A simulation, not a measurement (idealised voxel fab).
process module | voxel ribs on slabs
cross-section cut | 225 nm wide | cells 5 nm
A cross-section is a grid of square cells, given in bands from the top down. A band is one or more rows of cells.
Each band's line starts with the height of the band's top and of its bottom, in nm. Then come its materials from left to right, each with its width in nm. One material with "throughout" fills the band from edge to edge. "air" is empty space.
Height 0 is the level under which the wafer as received is all one material. The lowest band goes on downwards, as in "0 down".
A width such as "30 to 40" changes by the same amount from each row of cells to the next, from the band's top row to its bottom row.
"no change" after a step means that no cell of the cross-section changed.
closed voids: empty space of 8 cells or more with no open way to the top, each as width x height at its distance from the left edge, in nm
after a step's settings: what the simulator itself notes on the step
overlay nm, on a step with a mask: how far to the right of its planned place the mask lay; to the left if negative
plan
1 op RECEIVE | material Si
2 op DIRECTIONAL_DEP | material SiO2 | thk nm 25
3 op DIRECTIONAL_DEP | material polySi | thk nm 20
4 op PATTERN | tone cover | mask id RIB | material resist | width nm 15 | thk nm 20 | overlay nm 0
5 op DIRECTIONAL_ETCH | etch materials polySi | depth nm 15
6 op STRIP | etch materials resist
7 op MASKED_ETCH | tone cover | mask id SLAB | width nm 65 | etch materials polySi | depth nm 5 | overlay nm 0
8 op FILL_DEP | material SiO2 | thk nm 20
9 op CMP | height nm 55
10 op DIRECTIONAL_DEP | material W | thk nm 10
11 op PATTERN | tone cover | mask id HEATER | material resist | width nm 25 | thk nm 15 | overlay nm 0
12 op DIRECTIONAL_ETCH | etch materials W | depth nm 10
13 op STRIP | etch materials resist
14 op CONFORMAL_DEP | material SiN | thk nm 10
first wafer, as planned
as received, after step 1
  0 down: Si throughout
  closed voids: none
after step 2
  25 to 0: SiO2 throughout
  below 0: unchanged
after step 3
  45 to 25: polySi throughout
  below 25: unchanged
after step 4
  65 to 45: air 105 | resist 15 | air 105
  below 45: unchanged
after step 5
  65 to 45: air 105 | resist 15 | air 105
  45 to 30: air 105 | polySi 15 | air 105
  below 30: unchanged
after step 6
  45 to 30: air 105 | polySi 15 | air 105
  below 30: unchanged
after step 7
  45 to 30: air 105 | polySi 15 | air 105
  30 to 25: air 80 | polySi 65 | air 80
  below 25: unchanged
after step 8
  65 to 45: SiO2 throughout
  45 to 30: SiO2 105 | polySi 15 | SiO2 105
  30 to 25: SiO2 80 | polySi 65 | SiO2 80
  below 25: unchanged
after step 9
  55 to 45: SiO2 throughout
  below 45: unchanged
after step 10
  65 to 55: W throughout
  below 55: unchanged
after step 11
  80 to 65: air 100 | resist 25 | air 100
  below 65: unchanged
after step 12
  80 to 65: air 100 | resist 25 | air 100
  65 to 55: air 100 | W 25 | air 100
  below 55: unchanged
after step 13
  65 to 55: air 100 | W 25 | air 100
  below 55: unchanged
after step 14
  75 to 65: air 90 | SiN 45 | air 90
  65 to 55: SiN 100 | W 25 | SiN 100
  below 55: unchanged
second wafer: like start, like plan, one mistake. Through step 13 it matches the first wafer
when step 14 should have ended: no change
what went wrong: step 14 was left out
at the end the second wafer has, in cells: 98 fewer of SiN
